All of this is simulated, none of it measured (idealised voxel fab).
The following is a process module called voxel wiring stack.
The cross-section shown here is cut; it is 235 nm wide and divided into square cells measuring 5 nm on a side.
How to read a cross-section here: the picture is a grid of square cells, written as bands going from the top down, and any band can span one or more rows of cells. Per band: top height and bottom height in nm, followed by the left-to-right materials and their widths in nm; "full width" marks a single material spanning edge to edge, "air" marks empty space. Heights from 0 (as-received wafer is one material below). Bottom band endless downward, as "0..down". Think of "30->40" as a width that walks from the first number to the second as you go down the band, top row to bottom row, taking equal-sized steps from row to row. "no change occurred" -> step changed no cross-section cell. Under "Fully closed voids" you'll find the enclosed gaps, the ones with no way out to the top, that are 8 cells or bigger; each reads width x height at distance, with distance counted from the left edge, everything in nm. Note: text after step settings on the step line = simulator remark on that step. overlay nm, on a step with a mask: how far to the right of its planned place the mask lay; to the left if negative.
This section lists the process steps that were planned
step 1: RECEIVE [material Si]
step 2: CONFORMAL_DEP [material SiO2] [thk nm 10]
step 3: DIRECTIONAL_DEP [material TiN] [thk nm 5]
step 4: DIRECTIONAL_DEP [material W] [thk nm 20]
step 5: PATTERN [tone cover] [mask id METAL_1] [material resist] [width nm 30] [pitch nm 45] [thk nm 20] [overlay nm 0]
step 6: DIRECTIONAL_ETCH [etch materials W] [depth nm 20]
step 7: DIRECTIONAL_ETCH [etch materials TiN] [depth nm 5]
step 8: STRIP [etch materials resist]
step 9: FILL_DEP [material lowk] [thk nm 5]
step 10: CMP [height nm 35]
step 11: CONFORMAL_DEP [material SiCN] [thk nm 5]
step 12: DIRECTIONAL_DEP [material SiO2] [thk nm 20]
step 13: DIRECTIONAL_DEP [material aC] [thk nm 15]
step 14: PATTERN [tone open] [mask id PLUG_1] [material resist] [width nm 15] [pitch nm 45] [thk nm 35] [overlay nm 0]
step 15: DIRECTIONAL_ETCH [etch materials aC] [depth nm 15]
step 16: STRIP [etch materials resist]
step 17: DIRECTIONAL_ETCH [etch materials SiO2] [depth nm 20]
step 18: DIRECTIONAL_ETCH [etch materials SiCN] [depth nm 5]
step 19: STRIP [etch materials aC]
step 20: CONFORMAL_DEP [material TiN] [thk nm 5]
step 21: FILL_DEP [material W] [thk nm 10]
step 22: CMP [height nm 60]
step 23: CONFORMAL_DEP [material SiCN] [thk nm 5]
step 24: DIRECTIONAL_DEP [material lowk] [thk nm 20]
step 25: PATTERN [tone open] [mask id METAL_2] [material resist] [width nm 30] [pitch nm 45] [thk nm 15] [overlay nm 0]
step 26: DIRECTIONAL_ETCH [etch materials lowk] [depth nm 20]
step 27: DIRECTIONAL_ETCH [etch materials SiCN] [depth nm 5]
step 28: STRIP [etch materials resist]
step 29: CONFORMAL_DEP [material TiN] [thk nm 5]
step 30: FILL_DEP [material Cu] [thk nm 5]
step 31: CMP [height nm 85]
step 32: CONFORMAL_DEP [material SiCN] [thk nm 5]
step 33: DIRECTIONAL_DEP [material SiO2] [thk nm 30]
step 34: PATTERN [tone open] [mask id METAL_3] [material resist] [width nm 30] [pitch nm 45] [thk nm 15] [overlay nm 0]
step 35: DIRECTIONAL_ETCH [etch materials SiO2] [depth nm 20]
step 36: STRIP [etch materials resist]
step 37: PATTERN [tone open] [mask id METAL_3_HOLES] [material resist] [width nm 15] [pitch nm 90] [thk nm 20] [overlay nm 0]
step 38: DIRECTIONAL_ETCH [etch materials SiO2] [depth nm 10]
step 39: DIRECTIONAL_ETCH [etch materials SiCN] [depth nm 5]
step 40: STRIP [etch materials resist]
step 41: CONFORMAL_DEP [material TiN] [thk nm 5]
step 42: FILL_DEP [material Cu] [thk nm 5]
step 43: CMP [height nm 120]
step 44: CONFORMAL_DEP [material SiCN] [thk nm 5]
step 45: DIRECTIONAL_DEP [material lowk] [thk nm 30]
step 46: PATTERN [tone open] [mask id METAL_4] [material resist] [width nm 30] [pitch nm 45] [thk nm 20] [overlay nm 0]
step 47: DIRECTIONAL_ETCH [etch materials lowk] [depth nm 15]
step 48: STRIP [etch materials resist]
step 49: MASKED_ETCH [tone open] [mask id METAL_4_HOLES] [width nm 15] [pitch nm 45] [etch materials lowk] [depth nm 15] [overlay nm 0]
step 50: MASKED_ETCH [tone open] [mask id METAL_4_HOLES] [width nm 15] [pitch nm 45] [etch materials SiCN] [depth nm 5] [overlay nm 0]
step 51: CONFORMAL_DEP [material TiN] [thk nm 5]
step 52: FILL_DEP [material Cu] [thk nm 10]
step 53: CMP [height nm 155]
step 54: CONFORMAL_DEP [material SiN] [thk nm 5]
Cross-section: wafer on arrival = after step 1
  0..down: Si full width
  Fully closed voids: none
What the wafer looks like in cross-section after this module, when it starts as shown above and follows the plan above but one mistake is made in running it
  160..155: SiN full width
  155..145: 55 lowk | 5 TiN | 20 Cu | 5 TiN | 15 lowk | 5 TiN | 20 Cu | 5 TiN | 15 lowk | 5 TiN | 20 Cu | 5 TiN | 60 lowk
  145..140: 55 lowk | 5 TiN | 5 Cu | 20 TiN | 15 lowk | 5 TiN | 5 Cu | 20 TiN | 15 lowk | 5 TiN | 5 Cu | 20 TiN | 60 lowk
  140..125: 55 lowk | 5 TiN | 5 Cu | 5 TiN | 30 lowk | 5 TiN | 5 Cu | 5 TiN | 30 lowk | 5 TiN | 5 Cu | 5 TiN | 75 lowk
  125..120: 55 SiCN | 15 TiN | 30 SiCN | 15 TiN | 30 SiCN | 15 TiN | 75 SiCN
  120..105: 55 SiO2 | 5 TiN | 20 Cu | 5 TiN | 15 SiO2 | 5 TiN | 20 Cu | 5 TiN | 15 SiO2 | 5 TiN | 20 Cu | 5 TiN | 60 SiO2
  105..100: 55 SiO2 | 5 TiN | 5 Cu | 20 TiN | 15 SiO2 | 30 TiN | 15 SiO2 | 5 TiN | 5 Cu | 20 TiN | 60 SiO2
  100..90: 55 SiO2 | 5 TiN | 5 Cu | 5 TiN | 75 SiO2 | 5 TiN | 5 Cu | 5 TiN | 75 SiO2
  90..85: 55 SiCN | 15 TiN | 75 SiCN | 15 TiN | 75 SiCN
  85..65: 55 lowk | 5 TiN | 20 Cu | 5 TiN | 15 lowk | 5 TiN | 20 Cu | 5 TiN | 15 lowk | 5 TiN | 20 Cu | 5 TiN | 60 lowk
  65..60: 55 SiCN | 30 TiN | 15 SiCN | 30 TiN | 15 SiCN | 30 TiN | 60 SiCN
  60..40: 55 SiO2 | 5 TiN | 5 W | 5 TiN | 30 SiO2 | 5 TiN | 5 W | 5 TiN | 30 SiO2 | 5 TiN | 5 W | 5 TiN | 75 SiO2
  40..35: 55 SiCN | 15 TiN | 30 SiCN | 15 TiN | 30 SiCN | 15 TiN | 75 SiCN
  35..30: lowk full width
  30..10: 55 lowk | 30 W | 15 lowk | 30 W | 15 lowk | 30 W | 60 lowk
  10..0: SiO2 full width
  0..down: Si full width
  Fully closed voids: none
What was done differently from what was planned? step 3 of the plan was omitted and not executed
